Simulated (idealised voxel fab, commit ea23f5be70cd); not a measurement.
Process module heading - voxel gate over fins
The figure presents cross-section cut, which has a width of 275 nm and is divided into square cells with an edge length of 5 nm.
Cross-section, as written here: a square-cell grid given band by band from the top down, where a band holds one or more rows of cells. Heights first: top, then bottom, in nm. Then materials, left to right, each with a width in nm. "all across" on a single material: fills the band edge to edge. "empty": empty space. A quick word on heights: they are counted from 0, and under that level the wafer as it came to us is one material throughout. The lowest band is different from the rest in having no bottom; it simply continues downward, written as in "0 and below". A width such as "30 to 40" changes by the same amount from each row of cells to the next, from the band's top row to its bottom row. "no change occurred" -> step changed no cross-section cell. So "Enclosed void catalog" is basically the list of trapped voids: any empty space of 8 cells or more that can't reach the top through an opening. They're written width x height at distance, the distance being from the left edge, and it's all nm. Anything after a step's settings on that line? It's the simulator's own note about the step. What "overlay nm" on a step's line means: if the step has a mask, that mask lay this far to the right of its planned place, or, when the value is negative, to the left.

The planned process steps are enumerated hereunder
| 1 | RECEIVE (material Si) |
| 2 | CONFORMAL_DEP (material SiN; thk nm 5) |
| 3 | PATTERN (tone cover; mask id FINS; material resist; width nm 15; pitch nm 55; thk nm 15; overlay nm 0) |
| 4 | DIRECTIONAL_ETCH (etch materials SiN; depth nm 5) |
| 5 | DIRECTIONAL_ETCH (etch materials Si; depth nm 30) |
| 6 | STRIP (etch materials resist) |
| 7 | FILL_DEP (material SiO2; thk nm 10) |
| 8 | CMP (height nm 5) |
| 9 | MASKED_ETCH (tone open; mask id RAIL; width nm 15; etch materials SiO2; depth nm 30; overlay nm 0) |
| 10 | CONFORMAL_DEP (material TiN; thk nm 5) |
| 11 | FILL_DEP (material W; thk nm 5) |
| 12 | CMP (height nm 5) |
| 13 | SELECTIVE_ETCH (etch materials W Ru TiN; depth nm 20) |
| 14 | FILL_DEP (material SiO2; thk nm 5) |
| 15 | CMP (height nm 5) |
| 16 | SELECTIVE_ETCH (etch materials SiO2; depth nm 15) |
| 17 | STRIP (etch materials SiN) |
| 18 | CONFORMAL_DEP (material HfO2; thk nm 5) |
| 19 | CONFORMAL_DEP (material TiN; thk nm 5) |
| 20 | CONFORMAL_DEP (material TiAl; thk nm 5) |
| 21 | CONFORMAL_DEP (material TiN; thk nm 5) |
| 22 | FILL_DEP (material W; thk nm 15) |
| 23 | CMP (height nm 30) |
| 24 | CONFORMAL_DEP (material SiN; thk nm 10) |

Cross-section of the wafer at receipt, which is the condition after step 1
- 0 and below: Si all across
- Enclosed void catalog: none

Look at the cross-section after the module: the wafer started out the way shown above and the plan was the one shown above, yet one mistake was made along the way
- 40 down to 30: SiN all across
- 30 down to 20: W all across
- 20 down to 15: 80 nm W; 110 nm TiN; 85 nm W
- 15 down to 10: 80 nm W; 5 nm TiN; 45 nm TiAl; 10 nm TiN; 45 nm TiAl; 5 nm TiN; 85 nm W
- 10 down to 5: 85 nm TiN; 5 nm TiAl; 35 nm TiN; 5 nm TiAl; 10 nm TiN; 5 nm TiAl; 35 nm TiN; 5 nm TiAl; 90 nm TiN
- 5 down to 0: 90 nm TiAl; 5 nm TiN; 25 nm HfO2; 5 nm TiN; 20 nm TiAl; 5 nm TiN; 25 nm HfO2; 5 nm TiN; 95 nm TiAl
- 0 down to -5: 95 nm TiN; 5 nm HfO2; 15 nm Si; 5 nm HfO2; 30 nm TiN; 5 nm HfO2; 15 nm Si; 5 nm HfO2; 100 nm TiN
- -5 down to -10: 100 nm HfO2; 15 nm Si; 40 nm HfO2; 15 nm Si; 105 nm HfO2
- -10 down to -15: 100 nm SiO2; 15 nm Si; 40 nm SiO2; 15 nm Si; 105 nm SiO2
- -15 down to -20: 100 nm SiO2; 15 nm Si; 10 nm SiO2; 5 nm TiN; 10 nm W; 5 nm TiN; 10 nm SiO2; 15 nm Si; 105 nm SiO2
- -20 down to -25: 100 nm SiO2; 15 nm Si; 10 nm SiO2; 20 nm TiN; 10 nm SiO2; 15 nm Si; 105 nm SiO2
- -25 down to -30: 100 nm SiO2; 15 nm Si; 40 nm SiO2; 15 nm Si; 105 nm SiO2
- -30 and below: Si all across
- Enclosed void catalog: none
Want to know what went wrong? step 9 deviated from plan and actually ran as MASKED_ETCH (tone open; mask id RAIL; width nm 20; etch materials SiO2; depth nm 30; overlay nm 0)
